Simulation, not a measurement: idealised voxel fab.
process module | voxel gate over fins
cross-section cut | 280 nm wide | cells 5 nm
A cross-section is a grid of square cells, given in bands from the top down. A band is one or more rows of cells.
Each band's line starts with the height of the band's top and of its bottom, in nm. Then come its materials from left to right, each with its width in nm. One material with "throughout" fills the band from edge to edge. "air" is empty space.
Height 0 is the level under which the wafer as received is all one material. The lowest band goes on downwards, as in "0 down".
A width such as "30 to 40" changes by the same amount from each row of cells to the next, from the band's top row to its bottom row.
"no change" after a step means that no cell of the cross-section changed.
closed voids: empty space of 8 cells or more with no open way to the top, each as width x height at its distance from the left edge, in nm
after a step's settings: what the simulator itself notes on the step
overlay nm, on a step with a mask: how far to the right of its planned place the mask lay; to the left if negative
Each pair below shows a cross-section before one step and the cross-section after it, down to the lowest band that changed. The line under each pair gives the step between them, with its settings. The pairs can come from different runs of this module on the same starting wafer, so a pair continues from the pair above only where its "before" says so.
before
  0 down: Si throughout
  closed voids: none
after
  5 to 0: SiN throughout
  below 0: unchanged
  closed voids: none
the step between: op CONFORMAL_DEP | material SiN | thk nm 5
before: the cross-section after the pair above
after
  25 to 5: air 110 | resist 15 | air 30 | resist 15 | air 110
  below 5: unchanged
  closed voids: none
the step between: op PATTERN | tone cover | mask id FINS | material resist | width nm 15 | pitch nm 45 | thk nm 20 | overlay nm 0
before: the cross-section after the pair above
after
  25 to 5: air 110 | resist 15 | air 30 | resist 15 | air 110
  5 to 0: air 110 | SiN 15 | air 30 | SiN 15 | air 110
  below 0: unchanged
  closed voids: none
the step between: op DIRECTIONAL_ETCH | etch materials SiN | depth nm 5
before: the cross-section after the pair above
after
  25 to 5: air 110 | resist 15 | air 30 | resist 15 | air 110
  5 to 0: air 110 | SiN 15 | air 30 | SiN 15 | air 110
  0 to -30: air 110 | Si 15 | air 30 | Si 15 | air 110
  below -30: unchanged
  closed voids: none
the step between: op DIRECTIONAL_ETCH | etch materials Si | depth nm 30
before: the cross-section after the pair above
after
  5 to 0: air 110 | SiN 15 | air 30 | SiN 15 | air 110
  below 0: unchanged
  closed voids: none
the step between: op STRIP | etch materials resist
before: the cross-section after the pair above
after
  10 to 5: SiO2 throughout
  5 to 0: SiO2 110 | SiN 15 | SiO2 30 | SiN 15 | SiO2 110
  0 to -30: SiO2 110 | Si 15 | SiO2 30 | Si 15 | SiO2 110
  below -30: unchanged
  closed voids: none
the step between: op FILL_DEP | material SiO2 | thk nm 5
before: the cross-section after the pair above
after
  5 to 0: SiO2 110 | SiN 15 | SiO2 30 | SiN 15 | SiO2 110
  below 0: unchanged
  closed voids: none
the step between: op CMP | height nm 5
before: the cross-section after the pair above
after
  5 to 0: air 110 | SiN 15 | air 30 | SiN 15 | air 110
  0 to -10: air 110 | Si 15 | air 30 | Si 15 | air 110
  below -10: unchanged
  closed voids: none
the step between: op SELECTIVE_ETCH | etch materials SiO2 | depth nm 15
before: the cross-section after the pair above
after
  0 to -10: air 110 | Si 15 | air 30 | Si 15 | air 110
  below -10: unchanged
  closed voids: none
the step between: op STRIP | etch materials SiN
before: the cross-section after the pair above
after
  5 to 0: air 105 | HfO2 25 | air 20 | HfO2 25 | air 105
  0 to -5: air 105 | HfO2 5 | Si 15 | HfO2 5 | air 20 | HfO2 5 | Si 15 | HfO2 5 | air 105
  -5 to -10: HfO2 110 | Si 15 | HfO2 30 | Si 15 | HfO2 110
  below -10: unchanged
  closed voids: none
the step between: op CONFORMAL_DEP | material HfO2 | thk nm 5
before: the cross-section after the pair above
after
  10 to 5: air 100 | TiN 35 | air 10 | TiN 35 | air 100
  5 to 0: air 100 | TiN 5 | HfO2 25 | TiN 5 | air 10 | TiN 5 | HfO2 25 | TiN 5 | air 100
  0 to -5: TiN 105 | HfO2 5 | Si 15 | HfO2 5 | TiN 20 | HfO2 5 | Si 15 | HfO2 5 | TiN 105
  below -5: unchanged
  closed voids: none
the step between: op CONFORMAL_DEP | material TiN | thk nm 5
before: the cross-section after the pair above
after
  20 to 10: W throughout
  10 to 5: W 100 | TiN 35 | W 10 | TiN 35 | W 100
  5 to 0: W 100 | TiN 5 | HfO2 25 | TiN 5 | W 10 | TiN 5 | HfO2 25 | TiN 5 | W 100
  below 0: unchanged
  closed voids: none
the step between: op FILL_DEP | material W | thk nm 10
before: the cross-section after the pair above
after
  15 to 10: W throughout
  below 10: unchanged
  closed voids: none
the step between: op CMP | height nm 15
before: the cross-section after the pair above
after
  20 to 15: SiCN throughout
  below 15: unchanged
  closed voids: none
the step between: op CONFORMAL_DEP | material SiCN | thk nm 5
before
  0 to -10: air 110 | Si 15 | air 30 | Si 15 | air 110
  -10 to -30: SiO2 110 | Si 15 | SiO2 30 | Si 15 | SiO2 110
  -30 down: Si throughout
  closed voids: none
after
  5 to 0: air 105 | TiN 25 | air 20 | TiN 25 | air 105
  0 to -5: air 105 | TiN 5 | Si 15 | TiN 5 | air 20 | TiN 5 | Si 15 | TiN 5 | air 105
  -5 to -10: TiN 110 | Si 15 | TiN 30 | Si 15 | TiN 110
  below -10: unchanged
  closed voids: none
the step between: op CONFORMAL_DEP | material TiN | thk nm 5
before: the cross-section after the pair above
after
  15 to 5: W throughout
  5 to 0: W 105 | TiN 25 | W 20 | TiN 25 | W 105
  0 to -5: W 105 | TiN 5 | Si 15 | TiN 5 | W 20 | TiN 5 | Si 15 | TiN 5 | W 105
  below -5: unchanged
  closed voids: none
the step between: op FILL_DEP | material W | thk nm 10
before: the cross-section after the pair above
after
  20 to 15: SiCN throughout
  below 15: unchanged
  closed voids: none
the step between: op CONFORMAL_DEP | material SiCN | thk nm 5
before
  25 to 5: air 110 | resist 15 | air 30 | resist 15 | air 110
  5 to 0: air 110 | SiN 15 | air 30 | SiN 15 | air 110
  0 to -30: air 110 | Si 15 | air 30 | Si 15 | air 110
  -30 down: Si throughout
  closed voids: none
after
  25 to 5: air 110 | resist 15 | air 30 | resist 15 | air 110
  5 to 0: air 110 | SiN 15 | air 30 | SiN 15 | air 110
  0 to -60: air 110 | Si 15 | air 30 | Si 15 | air 110
  below -60: unchanged
  closed voids: none
the step between: op DIRECTIONAL_ETCH | etch materials Si | depth nm 30
before: the cross-section after the pair above
after
  5 to 0: air 110 | SiN 15 | air 30 | SiN 15 | air 110
  below 0: unchanged
  closed voids: none
the step between: op STRIP | etch materials resist
before: the cross-section after the pair above
after
  10 to 5: SiO2 throughout
  5 to 0: SiO2 110 | SiN 15 | SiO2 30 | SiN 15 | SiO2 110
  0 to -60: SiO2 110 | Si 15 | SiO2 30 | Si 15 | SiO2 110
  below -60: unchanged
  closed voids: none
the step between: op FILL_DEP | material SiO2 | thk nm 5
before: the cross-section after the pair above
after
  5 to 0: SiO2 110 | SiN 15 | SiO2 30 | SiN 15 | SiO2 110
  below 0: unchanged
  closed voids: none
the step between: op CMP | height nm 5
before: the cross-section after the pair above
after
  5 to 0: air 110 | SiN 15 | air 30 | SiN 15 | air 110
  0 to -10: air 110 | Si 15 | air 30 | Si 15 | air 110
  below -10: unchanged
  closed voids: none
the step between: op SELECTIVE_ETCH | etch materials SiO2 | depth nm 15
before: the cross-section after the pair above
after
  0 to -10: air 110 | Si 15 | air 30 | Si 15 | air 110
  below -10: unchanged
  closed voids: none
the step between: op STRIP | etch materials SiN
before: the cross-section after the pair above
after
  5 to 0: air 105 | HfO2 25 | air 20 | HfO2 25 | air 105
  0 to -5: air 105 | HfO2 5 | Si 15 | HfO2 5 | air 20 | HfO2 5 | Si 15 | HfO2 5 | air 105
  -5 to -10: HfO2 110 | Si 15 | HfO2 30 | Si 15 | HfO2 110
  below -10: unchanged
  closed voids: none
the step between: op CONFORMAL_DEP | material HfO2 | thk nm 5
before: the cross-section after the pair above
after
  10 to 5: air 100 | TiN 35 | air 10 | TiN 35 | air 100
  5 to 0: air 100 | TiN 5 | HfO2 25 | TiN 5 | air 10 | TiN 5 | HfO2 25 | TiN 5 | air 100
  0 to -5: TiN 105 | HfO2 5 | Si 15 | HfO2 5 | TiN 20 | HfO2 5 | Si 15 | HfO2 5 | TiN 105
  below -5: unchanged
  closed voids: none
the step between: op CONFORMAL_DEP | material TiN | thk nm 5
before: the cross-section after the pair above
after
  20 to 10: W throughout
  10 to 5: W 100 | TiN 35 | W 10 | TiN 35 | W 100
  5 to 0: W 100 | TiN 5 | HfO2 25 | TiN 5 | W 10 | TiN 5 | HfO2 25 | TiN 5 | W 100
  below 0: unchanged
  closed voids: none
the step between: op FILL_DEP | material W | thk nm 10
before: the cross-section after the pair above
after
  15 to 10: W throughout
  below 10: unchanged
  closed voids: none
the step between: op CMP | height nm 15
before: the cross-section after the pair above
after
  20 to 15: SiCN throughout
  below 15: unchanged
  closed voids: none
the step between: op CONFORMAL_DEP | material SiCN | thk nm 5
before
  5 to 0: air 105 | TiN 25 | air 20 | TiN 25 | air 105
  0 to -5: air 105 | TiN 5 | Si 15 | TiN 5 | air 20 | TiN 5 | Si 15 | TiN 5 | air 105
  -5 to -10: TiN 110 | Si 15 | TiN 30 | Si 15 | TiN 110
  -10 to -30: SiO2 110 | Si 15 | SiO2 30 | Si 15 | SiO2 110
  -30 down: Si throughout
  closed voids: none
after
  10 to 5: air 100 | HfO2 35 | air 10 | HfO2 35 | air 100
  5 to 0: air 100 | HfO2 5 | TiN 25 | HfO2 5 | air 10 | HfO2 5 | TiN 25 | HfO2 5 | air 100
  0 to -5: HfO2 105 | TiN 5 | Si 15 | TiN 5 | HfO2 20 | TiN 5 | Si 15 | TiN 5 | HfO2 105
  below -5: unchanged
  closed voids: none
the step between: op CONFORMAL_DEP | material HfO2 | thk nm 5
before: the cross-section after the pair above
after
  20 to 10: W throughout
  10 to 5: W 100 | HfO2 35 | W 10 | HfO2 35 | W 100
  5 to 0: W 100 | HfO2 5 | TiN 25 | HfO2 5 | W 10 | HfO2 5 | TiN 25 | HfO2 5 | W 100
  below 0: unchanged
  closed voids: none
the step between: op FILL_DEP | material W | thk nm 10
before: the cross-section after the pair above
after
  15 to 10: W throughout
  below 10: unchanged
  closed voids: none
the step between: op CMP | height nm 15
before: the cross-section after the pair above
after
  20 to 15: SiCN throughout
  below 15: unchanged
  closed voids: none
the step between: op CONFORMAL_DEP | material SiCN | thk nm 5
before
  15 to 10: W throughout
  10 to 5: W 100 | TiN 35 | W 10 | TiN 35 | W 100
  5 to 0: W 100 | TiN 5 | HfO2 25 | TiN 5 | W 10 | TiN 5 | HfO2 25 | TiN 5 | W 100
  0 to -5: TiN 105 | HfO2 5 | Si 15 | HfO2 5 | TiN 20 | HfO2 5 | Si 15 | HfO2 5 | TiN 105
  -5 to -10: HfO2 110 | Si 15 | HfO2 30 | Si 15 | HfO2 110
  -10 to -30: SiO2 110 | Si 15 | SiO2 30 | Si 15 | SiO2 110
  -30 down: Si throughout
  closed voids: none
after
  30 to 15: SiCN throughout
  below 15: unchanged
  closed voids: none
the step between: op CONFORMAL_DEP | material SiCN | thk nm 15
before
  5 to 0: SiN throughout
  0 down: Si throughout
  closed voids: none
after
  25 to 5: air 105 | resist 25 | air 20 | resist 25 | air 105
  below 5: unchanged
  closed voids: none
the step between: op PATTERN | tone cover | mask id FINS | material resist | width nm 25 | pitch nm 45 | thk nm 20 | overlay nm 0
before: the cross-section after the pair above
after
  25 to 5: air 105 | resist 25 | air 20 | resist 25 | air 105
  5 to 0: air 105 | SiN 25 | air 20 | SiN 25 | air 105
  below 0: unchanged
  closed voids: none
the step between: op DIRECTIONAL_ETCH | etch materials SiN | depth nm 5
before: the cross-section after the pair above
after
  25 to 5: air 105 | resist 25 | air 20 | resist 25 | air 105
  5 to 0: air 105 | SiN 25 | air 20 | SiN 25 | air 105
  0 to -30: air 105 | Si 25 | air 20 | Si 25 | air 105
  below -30: unchanged
  closed voids: none
the step between: op DIRECTIONAL_ETCH | etch materials Si | depth nm 30
before: the cross-section after the pair above
after
  5 to 0: air 105 | SiN 25 | air 20 | SiN 25 | air 105
  below 0: unchanged
  closed voids: none
the step between: op STRIP | etch materials resist
before: the cross-section after the pair above
after
  10 to 5: SiO2 throughout
  5 to 0: SiO2 105 | SiN 25 | SiO2 20 | SiN 25 | SiO2 105
  0 to -30: SiO2 105 | Si 25 | SiO2 20 | Si 25 | SiO2 105
  below -30: unchanged
  closed voids: none
the step between: op FILL_DEP | material SiO2 | thk nm 5
before: the cross-section after the pair above
after
  5 to 0: SiO2 105 | SiN 25 | SiO2 20 | SiN 25 | SiO2 105
  below 0: unchanged
  closed voids: none
the step between: op CMP | height nm 5
before: the cross-section after the pair above
after
  5 to 0: air 105 | SiN 25 | air 20 | SiN 25 | air 105
  0 to -10: air 105 | Si 25 | air 20 | Si 25 | air 105
  below -10: unchanged
  closed voids: none
the step between: op SELECTIVE_ETCH | etch materials SiO2 | depth nm 15
before: the cross-section after the pair above
after
  0 to -10: air 105 | Si 25 | air 20 | Si 25 | air 105
  below -10: unchanged
  closed voids: none
the step between: op STRIP | etch materials SiN
before: the cross-section after the pair above
after
  5 to 0: air 100 | HfO2 35 | air 10 | HfO2 35 | air 100
  0 to -5: air 100 | HfO2 5 | Si 25 | HfO2 5 | air 10 | HfO2 5 | Si 25 | HfO2 5 | air 100
  -5 to -10: HfO2 105 | Si 25 | HfO2 20 | Si 25 | HfO2 105
  below -10: unchanged
  closed voids: none
the step between: op CONFORMAL_DEP | material HfO2 | thk nm 5
before: the cross-section after the pair above
after
  10 to 5: air 95 | TiN 90 | air 95
  5 to 0: air 95 | TiN 5 | HfO2 35 | TiN 10 | HfO2 35 | TiN 5 | air 95
  0 to -5: TiN 100 | HfO2 5 | Si 25 | HfO2 5 | TiN 10 | HfO2 5 | Si 25 | HfO2 5 | TiN 100
  below -5: unchanged
  closed voids: none
the step between: op CONFORMAL_DEP | material TiN | thk nm 5
before: the cross-section after the pair above
after
  20 to 10: W throughout
  10 to 5: W 95 | TiN 90 | W 95
  5 to 0: W 95 | TiN 5 | HfO2 35 | TiN 10 | HfO2 35 | TiN 5 | W 95
  below 0: unchanged
  closed voids: none
the step between: op FILL_DEP | material W | thk nm 10
before: the cross-section after the pair above
after
  15 to 10: W throughout
  below 10: unchanged
  closed voids: none
the step between: op CMP | height nm 15
before: the cross-section after the pair above
after
  20 to 15: SiCN throughout
  below 15: unchanged
  closed voids: none
the step between: op CONFORMAL_DEP | material SiCN | thk nm 5
before
  5 to 0: SiN throughout
  0 down: Si throughout
  closed voids: none
after
  25 to 5: air 115 | resist 15 | air 30 | resist 15 | air 105
  below 5: unchanged
  closed voids: none
the step between: op PATTERN | tone cover | mask id FINS | material resist | width nm 15 | pitch nm 45 | thk nm 20 | overlay nm 5
before: the cross-section after the pair above
after
  25 to 5: air 115 | resist 15 | air 30 | resist 15 | air 105
  5 to 0: air 115 | SiN 15 | air 30 | SiN 15 | air 105
  below 0: unchanged
  closed voids: none
the step between: op DIRECTIONAL_ETCH | etch materials SiN | depth nm 5
before: the cross-section after the pair above
after
  25 to 5: air 115 | resist 15 | air 30 | resist 15 | air 105
  5 to 0: air 115 | SiN 15 | air 30 | SiN 15 | air 105
  0 to -30: air 115 | Si 15 | air 30 | Si 15 | air 105
  below -30: unchanged
  closed voids: none
the step between: op DIRECTIONAL_ETCH | etch materials Si | depth nm 30
before: the cross-section after the pair above
after
  5 to 0: air 115 | SiN 15 | air 30 | SiN 15 | air 105
  below 0: unchanged
  closed voids: none
the step between: op STRIP | etch materials resist
before: the cross-section after the pair above
after
  10 to 5: SiO2 throughout
  5 to 0: SiO2 115 | SiN 15 | SiO2 30 | SiN 15 | SiO2 105
  0 to -30: SiO2 115 | Si 15 | SiO2 30 | Si 15 | SiO2 105
  below -30: unchanged
  closed voids: none
the step between: op FILL_DEP | material SiO2 | thk nm 5
before: the cross-section after the pair above
after
  5 to 0: SiO2 115 | SiN 15 | SiO2 30 | SiN 15 | SiO2 105
  below 0: unchanged
  closed voids: none
the step between: op CMP | height nm 5
before: the cross-section after the pair above
after
  5 to 0: air 115 | SiN 15 | air 30 | SiN 15 | air 105
  0 to -10: air 115 | Si 15 | air 30 | Si 15 | air 105
  below -10: unchanged
  closed voids: none
the step between: op SELECTIVE_ETCH | etch materials SiO2 | depth nm 15
before: the cross-section after the pair above
after
  0 to -10: air 115 | Si 15 | air 30 | Si 15 | air 105
  below -10: unchanged
  closed voids: none
the step between: op STRIP | etch materials SiN
before: the cross-section after the pair above
after
  5 to 0: air 110 | HfO2 25 | air 20 | HfO2 25 | air 100
  0 to -5: air 110 | HfO2 5 | Si 15 | HfO2 5 | air 20 | HfO2 5 | Si 15 | HfO2 5 | air 100
  -5 to -10: HfO2 115 | Si 15 | HfO2 30 | Si 15 | HfO2 105
  below -10: unchanged
  closed voids: none
the step between: op CONFORMAL_DEP | material HfO2 | thk nm 5
before: the cross-section after the pair above
after
  10 to 5: air 105 | TiN 35 | air 10 | TiN 35 | air 95
  5 to 0: air 105 | TiN 5 | HfO2 25 | TiN 5 | air 10 | TiN 5 | HfO2 25 | TiN 5 | air 95
  0 to -5: TiN 110 | HfO2 5 | Si 15 | HfO2 5 | TiN 20 | HfO2 5 | Si 15 | HfO2 5 | TiN 100
  below -5: unchanged
  closed voids: none
the step between: op CONFORMAL_DEP | material TiN | thk nm 5
before: the cross-section after the pair above
after
  20 to 10: W throughout
  10 to 5: W 105 | TiN 35 | W 10 | TiN 35 | W 95
  5 to 0: W 105 | TiN 5 | HfO2 25 | TiN 5 | W 10 | TiN 5 | HfO2 25 | TiN 5 | W 95
  below 0: unchanged
  closed voids: none
the step between: op FILL_DEP | material W | thk nm 10
before: the cross-section after the pair above
after
  15 to 10: W throughout
  below 10: unchanged
  closed voids: none
the step between: op CMP | height nm 15
before: the cross-section after the pair above
after
  20 to 15: SiCN throughout
  below 15: unchanged
  closed voids: none
the step between: op CONFORMAL_DEP | material SiCN | thk nm 5
before
  15 to 10: W throughout
  10 to 5: W 100 | TiN 35 | W 10 | TiN 35 | W 100
  5 to 0: W 100 | TiN 5 | HfO2 25 | TiN 5 | W 10 | TiN 5 | HfO2 25 | TiN 5 | W 100
  0 to -5: TiN 105 | HfO2 5 | Si 15 | HfO2 5 | TiN 20 | HfO2 5 | Si 15 | HfO2 5 | TiN 105
  -5 to -10: HfO2 110 | Si 15 | HfO2 30 | Si 15 | HfO2 110
  -10 to -30: SiO2 110 | Si 15 | SiO2 30 | Si 15 | SiO2 110
  -30 down: Si throughout
  closed voids: none
after
  20 to 15: SiO2 throughout
  below 15: unchanged
  closed voids: none
the step between: op CONFORMAL_DEP | material SiO2 | thk nm 5
before
  5 to 0: SiN throughout
  0 down: Si throughout
  closed voids: none
after
  25 to 5: resist 110 | air 15 | resist 30 | air 15 | resist 110
  below 5: unchanged
  closed voids: none
the step between: op PATTERN | tone open | mask id FINS | material resist | width nm 15 | pitch nm 45 | thk nm 20 | overlay nm 0
before: the cross-section after the pair above
after
  25 to 5: resist 110 | air 15 | resist 30 | air 15 | resist 110
  5 to 0: SiN 110 | air 15 | SiN 30 | air 15 | SiN 110
  below 0: unchanged
  closed voids: none
the step between: op DIRECTIONAL_ETCH | etch materials SiN | depth nm 5
before: the cross-section after the pair above
after
  25 to 5: resist 110 | air 15 | resist 30 | air 15 | resist 110
  5 to 0: SiN 110 | air 15 | SiN 30 | air 15 | SiN 110
  0 to -30: Si 110 | air 15 | Si 30 | air 15 | Si 110
  below -30: unchanged
  closed voids: none
the step between: op DIRECTIONAL_ETCH | etch materials Si | depth nm 30
before: the cross-section after the pair above
after
  5 to 0: SiN 110 | air 15 | SiN 30 | air 15 | SiN 110
  below 0: unchanged
  closed voids: none
the step between: op STRIP | etch materials resist
before: the cross-section after the pair above
after
  10 to 5: SiO2 throughout
  5 to 0: SiN 110 | SiO2 15 | SiN 30 | SiO2 15 | SiN 110
  0 to -30: Si 110 | SiO2 15 | Si 30 | SiO2 15 | Si 110
  below -30: unchanged
  closed voids: none
the step between: op FILL_DEP | material SiO2 | thk nm 5
before: the cross-section after the pair above
after
  5 to 0: SiN 110 | SiO2 15 | SiN 30 | SiO2 15 | SiN 110
  below 0: unchanged
  closed voids: none
the step between: op CMP | height nm 5
before: the cross-section after the pair above
after
  5 to 0: SiN 110 | air 15 | SiN 30 | air 15 | SiN 110
  0 to -10: Si 110 | air 15 | Si 30 | air 15 | Si 110
  below -10: unchanged
  closed voids: none
the step between: op SELECTIVE_ETCH | etch materials SiO2 | depth nm 15
before: the cross-section after the pair above
after
  0 to -10: Si 110 | air 15 | Si 30 | air 15 | Si 110
  below -10: unchanged
  closed voids: none
the step between: op STRIP | etch materials SiN
before: the cross-section after the pair above
after
  5 to 0: HfO2 115 | air 5 | HfO2 40 | air 5 | HfO2 115
  0 to -5: Si 110 | HfO2 5 | air 5 | HfO2 5 | Si 30 | HfO2 5 | air 5 | HfO2 5 | Si 110
  -5 to -10: Si 110 | HfO2 15 | Si 30 | HfO2 15 | Si 110
  below -10: unchanged
  closed voids: none
the step between: op CONFORMAL_DEP | material HfO2 | thk nm 5
before: the cross-section after the pair above
after
  10 to 5: TiN throughout
  5 to 0: HfO2 115 | TiN 5 | HfO2 40 | TiN 5 | HfO2 115
  0 to -5: Si 110 | HfO2 5 | TiN 5 | HfO2 5 | Si 30 | HfO2 5 | TiN 5 | HfO2 5 | Si 110
  below -5: unchanged
  closed voids: none
the step between: op CONFORMAL_DEP | material TiN | thk nm 5
before: the cross-section after the pair above
after
  20 to 10: W throughout
  below 10: unchanged
  closed voids: none
the step between: op FILL_DEP | material W | thk nm 10
before: the cross-section after the pair above
after
  15 to 10: W throughout
  below 10: unchanged
  closed voids: none
the step between: op CMP | height nm 15
before: the cross-section after the pair above
after
  20 to 15: SiCN throughout
  below 15: unchanged
  closed voids: none
the step between: op CONFORMAL_DEP | material SiCN | thk nm 5
